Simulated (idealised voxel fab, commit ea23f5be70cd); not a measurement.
Title: Process Module voxel spacer lines
Section shown: cut. Width: 165 nm. Cell size: 5 nm, square.
Cross-section spec: square-cell grid; bands listed top down; each band is one or more rows. Heads up on the band format: heights come first, top then bottom, in nm. After that it's the materials left to right, each with its width in nm. A single material flagged "full width" fills the whole band edge to edge, and "empty" means there's empty space there. For the purposes of this specification, 0 denotes the height below which the wafer in its as-received condition is composed wholly of one material, and the lowermost band, lacking a lower limit, extends downward without end, as expressed in "0 nm and below". You'd read "30->40" like this: the band's top row of cells is as wide as the first number, its bottom row is as wide as the second, and going down, every row changes width by the same amount as the row before did. Any step labelled "stayed the same" changed none of the cells in the cross-section. Empty spaces counting at least 8 cells and having no open way to the top are listed in "Non-vented voids". The notation width x height at distance is used for each, the distance being from the left edge and all three values in nm. That trailing text on a step's line, after the settings, is the simulator's own remark on the step. overlay nm, on a step with a mask: how far to the right of its planned place the mask lay; to the left if negative.
Steps in the process plan
- 1: RECEIVE: material Si
- 2: CONFORMAL_DEP: material SiO2, thk nm 5
- 3: DIRECTIONAL_DEP: material W, thk nm 20
- 4: DIRECTIONAL_DEP: material polySi, thk nm 30
- 5: PATTERN: tone cover, mask id MANDREL, material resist, width nm 20, pitch nm 60, thk nm 40, overlay nm 0
- 6: DIRECTIONAL_ETCH: etch materials polySi, depth nm 30
- 7: STRIP: etch materials resist
- 8: CONFORMAL_DEP: material SiN, thk nm 10
- 9: DIRECTIONAL_ETCH: etch materials SiN, depth nm 10
- 10: STRIP: etch materials polySi
- 11: DIRECTIONAL_ETCH: etch materials W, depth nm 20
- 12: STRIP: etch materials SiN
First of two wafers, with the run carried out as planned
Cross-section of the wafer as it came to us, i.e., already through step 1
  0 nm and below | Si full width
  Non-vented voids: none
after step 2
  5 nm to 0 nm | SiO2 full width
  Below 0, no change.
after step 3
  25 nm to 5 nm | W full width
  Below 5, no change.
after step 4
  55 nm to 25 nm | polySi full width
  Below 25, no change.
after step 5
  95 nm to 55 nm | empty (40), resist (20), empty (40), resist (20), empty (45)
  Below 55, no change.
after step 6
  95 nm to 55 nm | empty (40), resist (20), empty (40), resist (20), empty (45)
  55 nm to 25 nm | empty (40), polySi (20), empty (40), polySi (20), empty (45)
  Below 25, no change.
after step 7
  55 nm to 25 nm | empty (40), polySi (20), empty (40), polySi (20), empty (45)
  Below 25, no change.
after step 8
  65 nm to 55 nm | empty (30), SiN (40), empty (20), SiN (40), empty (35)
  55 nm to 35 nm | empty (30), SiN (10), polySi (20), SiN (10), empty (20), SiN (10), polySi (20), SiN (10), empty (35)
  35 nm to 25 nm | SiN (40), polySi (20), SiN (40), polySi (20), SiN (45)
  Below 25, no change.
after step 9
  55 nm to 25 nm | empty (30), SiN (10), polySi (20), SiN (10), empty (20), SiN (10), polySi (20), SiN (10), empty (35)
  Below 25, no change.
after step 10
  55 nm to 25 nm | empty (30), SiN (10), empty (20), SiN (10), empty (20), SiN (10), empty (20), SiN (10), empty (35)
  Below 25, no change.
after step 11
  55 nm to 25 nm | empty (30), SiN (10), empty (20), SiN (10), empty (20), SiN (10), empty (20), SiN (10), empty (35)
  25 nm to 5 nm | empty (30), W (10), empty (20), W (10), empty (20), W (10), empty (20), W (10), empty (35)
  Below 5, no change.
after step 12
  25 nm to 5 nm | empty (30), W (10), empty (20), W (10), empty (20), W (10), empty (20), W (10), empty (35)
  Below 5, no change.
Wafer two. Identical start, identical plan. One mistake in execution. Identical history through step 2
Second wafer, cross-section, planned end of step 3
  25 nm to 0 nm | SiO2 full width
  Below 0, no change.
Second wafer, cross-section, planned end of step 4
  55 nm to 25 nm | polySi full width
  Below 25, no change.
Second wafer, cross-section, planned end of step 5
  95 nm to 55 nm | empty (40), resist (20), empty (40), resist (20), empty (45)
  Below 55, no change.
Second wafer, cross-section, planned end of step 6
  95 nm to 55 nm | empty (40), resist (20), empty (40), resist (20), empty (45)
  55 nm to 25 nm | empty (40), polySi (20), empty (40), polySi (20), empty (45)
  Below 25, no change.
Second wafer, cross-section, planned end of step 7
  55 nm to 25 nm | empty (40), polySi (20), empty (40), polySi (20), empty (45)
  Below 25, no change.
Second wafer, cross-section, planned end of step 8
  65 nm to 55 nm | empty (30), SiN (40), empty (20), SiN (40), empty (35)
  55 nm to 35 nm | empty (30), SiN (10), polySi (20), SiN (10), empty (20), SiN (10), polySi (20), SiN (10), empty (35)
  35 nm to 25 nm | SiN (40), polySi (20), SiN (40), polySi (20), SiN (45)
  Below 25, no change.
Second wafer, cross-section, planned end of step 9
  55 nm to 25 nm | empty (30), SiN (10), polySi (20), SiN (10), empty (20), SiN (10), polySi (20), SiN (10), empty (35)
  Below 25, no change.
Second wafer, cross-section, planned end of step 10
  55 nm to 25 nm | empty (30), SiN (10), empty (20), SiN (10), empty (20), SiN (10), empty (20), SiN (10), empty (35)
  Below 25, no change.
Second wafer, cross-section, planned end of step 11: stayed the same
Second wafer, cross-section, planned end of step 12
  25 nm to 0 nm | SiO2 full width
  Below 0, no change.
what went wrong: off-plan run, step 3, actual operation and settings DIRECTIONAL_DEP: material SiO2, thk nm 20
Final comparison by cell count, materials where the second wafer has more or fewer than the first: 132 more of SiO2 | 32 fewer of W
